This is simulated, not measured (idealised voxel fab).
process module | voxel self aligned vias
cross-section cut | 190 nm wide | cells 5 nm
A cross-section is a grid of square cells, given in bands from the top down. A band is one or more rows of cells.
Each band's line starts with the height of the band's top and of its bottom, in nm. Then come its materials from left to right, each with its width in nm. One material with "throughout" fills the band from edge to edge. "air" is empty space.
Height 0 is the level under which the wafer as received is all one material. The lowest band goes on downwards, as in "0 down".
A width such as "30 to 40" changes by the same amount from each row of cells to the next, from the band's top row to its bottom row.
"no change" after a step means that no cell of the cross-section changed.
closed voids: empty space of 8 cells or more with no open way to the top, each as width x height at its distance from the left edge, in nm
after a step's settings: what the simulator itself notes on the step
overlay nm, on a step with a mask: how far to the right of its planned place the mask lay; to the left if negative
plan
1 op RECEIVE | material Si
2 op CONFORMAL_DEP | material SiO2 | thk nm 10
3 op CONFORMAL_DEP | material SiCN | thk nm 5
4 op DIRECTIONAL_DEP | material lowk | thk nm 20
5 op PATTERN | tone open | mask id LINES | material resist | width nm 20 | pitch nm 55 | thk nm 20 | overlay nm 0
6 op DIRECTIONAL_ETCH | etch materials lowk | depth nm 20
7 op STRIP | etch materials resist
8 op CONFORMAL_DEP | material TiN | thk nm 5
9 op FILL_DEP | material W | thk nm 10
10 op CMP | height nm 35
11 op SELECTIVE_ETCH | etch materials W Ru TiN | depth nm 10
12 op FILL_DEP | material SiN | thk nm 10
13 op CMP | height nm 35
14 op DIRECTIONAL_DEP | material lowk | thk nm 15
15 op DIRECTIONAL_DEP | material aC | thk nm 15
16 op PATTERN | tone open | mask id VIAS | material resist | width nm 30 | pitch nm 55 | thk nm 30 | overlay nm 0
17 op DIRECTIONAL_ETCH | etch materials aC | depth nm 15
18 op STRIP | etch materials resist
19 op DIRECTIONAL_ETCH | etch materials lowk | depth nm 15
20 op DIRECTIONAL_ETCH | etch materials SiN | depth nm 10
21 op STRIP | etch materials aC
22 op CONFORMAL_DEP | material TiN | thk nm 5
23 op FILL_DEP | material W | thk nm 10
24 op CMP | height nm 50
25 op CONFORMAL_DEP | material SiCN | thk nm 5
first wafer, as planned
as received, after step 1
  0 down: Si throughout
  closed voids: none
after step 2
  10 to 0: SiO2 throughout
  below 0: unchanged
after step 3
  15 to 10: SiCN throughout
  below 10: unchanged
after step 4
  35 to 15: lowk throughout
  below 15: unchanged
after step 5
  55 to 35: resist 30 | air 20 | resist 35 | air 20 | resist 35 | air 20 | resist 30
  below 35: unchanged
after step 6
  55 to 35: resist 30 | air 20 | resist 35 | air 20 | resist 35 | air 20 | resist 30
  35 to 15: lowk 30 | air 20 | lowk 35 | air 20 | lowk 35 | air 20 | lowk 30
  below 15: unchanged
after step 7
  35 to 15: lowk 30 | air 20 | lowk 35 | air 20 | lowk 35 | air 20 | lowk 30
  below 15: unchanged
after step 8
  40 to 35: TiN 35 | air 10 | TiN 45 | air 10 | TiN 45 | air 10 | TiN 35
  35 to 20: lowk 30 | TiN 5 | air 10 | TiN 5 | lowk 35 | TiN 5 | air 10 | TiN 5 | lowk 35 | TiN 5 | air 10 | TiN 5 | lowk 30
  20 to 15: lowk 30 | TiN 20 | lowk 35 | TiN 20 | lowk 35 | TiN 20 | lowk 30
  below 15: unchanged
after step 9
  50 to 40: W throughout
  40 to 35: TiN 35 | W 10 | TiN 45 | W 10 | TiN 45 | W 10 | TiN 35
  35 to 20: lowk 30 | TiN 5 | W 10 | TiN 5 | lowk 35 | TiN 5 | W 10 | TiN 5 | lowk 35 | TiN 5 | W 10 | TiN 5 | lowk 30
  below 20: unchanged
after step 10
  35 to 20: lowk 30 | TiN 5 | W 10 | TiN 5 | lowk 35 | TiN 5 | W 10 | TiN 5 | lowk 35 | TiN 5 | W 10 | TiN 5 | lowk 30
  below 20: unchanged
after step 11
  35 to 25: lowk 30 | air 20 | lowk 35 | air 20 | lowk 35 | air 20 | lowk 30
  below 25: unchanged
after step 12
  45 to 35: SiN throughout
  35 to 25: lowk 30 | SiN 20 | lowk 35 | SiN 20 | lowk 35 | SiN 20 | lowk 30
  below 25: unchanged
after step 13
  35 to 25: lowk 30 | SiN 20 | lowk 35 | SiN 20 | lowk 35 | SiN 20 | lowk 30
  below 25: unchanged
after step 14
  50 to 35: lowk throughout
  below 35: unchanged
after step 15
  65 to 50: aC throughout
  below 50: unchanged
after step 16
  95 to 65: resist 25 | air 30 | resist 25 | air 30 | resist 25 | air 30 | resist 25
  below 65: unchanged
after step 17
  80 to 65: resist 25 | air 30 | resist 25 | air 30 | resist 25 | air 30 | resist 25
  65 to 50: aC 25 | air 30 | aC 25 | air 30 | aC 25 | air 30 | aC 25
  below 50: unchanged
after step 18
  65 to 50: aC 25 | air 30 | aC 25 | air 30 | aC 25 | air 30 | aC 25
  below 50: unchanged
after step 19
  65 to 50: aC 25 | air 30 | aC 25 | air 30 | aC 25 | air 30 | aC 25
  50 to 35: lowk 25 | air 30 | lowk 25 | air 30 | lowk 25 | air 30 | lowk 25
  below 35: unchanged
after step 20
  65 to 50: aC 25 | air 30 | aC 25 | air 30 | aC 25 | air 30 | aC 25
  50 to 35: lowk 25 | air 30 | lowk 25 | air 30 | lowk 25 | air 30 | lowk 25
  35 to 25: lowk 30 | air 20 | lowk 35 | air 20 | lowk 35 | air 20 | lowk 30
  below 25: unchanged
after step 21
  50 to 35: lowk 25 | air 30 | lowk 25 | air 30 | lowk 25 | air 30 | lowk 25
  below 35: unchanged
after step 22
  55 to 50: TiN 30 | air 20 | TiN 35 | air 20 | TiN 35 | air 20 | TiN 30
  50 to 40: lowk 25 | TiN 5 | air 20 | TiN 5 | lowk 25 | TiN 5 | air 20 | TiN 5 | lowk 25 | TiN 5 | air 20 | TiN 5 | lowk 25
  40 to 30: lowk 25 to 30 | TiN 10 to 5 | air 10 | TiN 10 to 5 | lowk 25 to 35 | TiN 10 to 5 | air 10 | TiN 10 to 5 | lowk 25 to 35 | TiN 10 to 5 | air 10 | TiN 10 to 5 | lowk 25 to 30
  30 to 25: lowk 30 | TiN 20 | lowk 35 | TiN 20 | lowk 35 | TiN 20 | lowk 30
  below 25: unchanged
after step 23
  65 to 55: W throughout
  55 to 50: TiN 30 | W 20 | TiN 35 | W 20 | TiN 35 | W 20 | TiN 30
  50 to 40: lowk 25 | TiN 5 | W 20 | TiN 5 | lowk 25 | TiN 5 | W 20 | TiN 5 | lowk 25 | TiN 5 | W 20 | TiN 5 | lowk 25
  40 to 30: lowk 25 to 30 | TiN 10 to 5 | W 10 | TiN 10 to 5 | lowk 25 to 35 | TiN 10 to 5 | W 10 | TiN 10 to 5 | lowk 25 to 35 | TiN 10 to 5 | W 10 | TiN 10 to 5 | lowk 25 to 30
  below 30: unchanged
after step 24
  50 to 40: lowk 25 | TiN 5 | W 20 | TiN 5 | lowk 25 | TiN 5 | W 20 | TiN 5 | lowk 25 | TiN 5 | W 20 | TiN 5 | lowk 25
  below 40: unchanged
after step 25
  55 to 50: SiCN throughout
  below 50: unchanged
second wafer: like start, like plan, one mistake. Through step 15 it matches the first wafer
when step 16 should have ended
  95 to 65: resist 30 | air 30 | resist 25 | air 30 | resist 25 | air 30 | resist 20
  below 65: unchanged
when step 17 should have ended
  80 to 65: resist 30 | air 30 | resist 25 | air 30 | resist 25 | air 30 | resist 20
  65 to 50: aC 30 | air 30 | aC 25 | air 30 | aC 25 | air 30 | aC 20
  below 50: unchanged
when step 18 should have ended
  65 to 50: aC 30 | air 30 | aC 25 | air 30 | aC 25 | air 30 | aC 20
  below 50: unchanged
when step 19 should have ended
  65 to 50: aC 30 | air 30 | aC 25 | air 30 | aC 25 | air 30 | aC 20
  50 to 35: lowk 30 | air 30 | lowk 25 | air 30 | lowk 25 | air 30 | lowk 20
  below 35: unchanged
when step 20 should have ended
  65 to 50: aC 30 | air 30 | aC 25 | air 30 | aC 25 | air 30 | aC 20
  50 to 35: lowk 30 | air 30 | lowk 25 | air 30 | lowk 25 | air 30 | lowk 20
  35 to 25: lowk 30 | air 20 | lowk 35 | air 20 | lowk 35 | air 20 | lowk 30
  below 25: unchanged
when step 21 should have ended
  50 to 35: lowk 30 | air 30 | lowk 25 | air 30 | lowk 25 | air 30 | lowk 20
  below 35: unchanged
when step 22 should have ended
  55 to 50: TiN 35 | air 20 | TiN 35 | air 20 | TiN 35 | air 20 | TiN 25
  50 to 40: lowk 30 | TiN 5 | air 20 | TiN 5 | lowk 25 | TiN 5 | air 20 | TiN 5 | lowk 25 | TiN 5 | air 20 | TiN 5 | lowk 20
  40 to 30: lowk 30 | TiN 5 | air 10 | TiN 15 to 5 | lowk 25 to 35 | TiN 5 | air 10 | TiN 15 to 5 | lowk 25 to 35 | TiN 5 | air 10 | TiN 15 to 5 | lowk 20 to 30
  30 to 25: lowk 30 | TiN 20 | lowk 35 | TiN 20 | lowk 35 | TiN 20 | lowk 30
  below 25: unchanged
when step 23 should have ended
  65 to 55: W throughout
  55 to 50: TiN 35 | W 20 | TiN 35 | W 20 | TiN 35 | W 20 | TiN 25
  50 to 40: lowk 30 | TiN 5 | W 20 | TiN 5 | lowk 25 | TiN 5 | W 20 | TiN 5 | lowk 25 | TiN 5 | W 20 | TiN 5 | lowk 20
  40 to 30: lowk 30 | TiN 5 | W 10 | TiN 15 to 5 | lowk 25 to 35 | TiN 5 | W 10 | TiN 15 to 5 | lowk 25 to 35 | TiN 5 | W 10 | TiN 15 to 5 | lowk 20 to 30
  below 30: unchanged
when step 24 should have ended
  50 to 40: lowk 30 | TiN 5 | W 20 | TiN 5 | lowk 25 | TiN 5 | W 20 | TiN 5 | lowk 25 | TiN 5 | W 20 | TiN 5 | lowk 20
  below 40: unchanged
when step 25 should have ended
  55 to 50: SiCN throughout
  below 50: unchanged
what went wrong: step 16 ran as: op PATTERN | tone open | mask id VIAS | material resist | width nm 30 | pitch nm 55 | thk nm 30 | overlay nm 5
at the end the second wafer has, in cells: as many of each material as the first, in other places
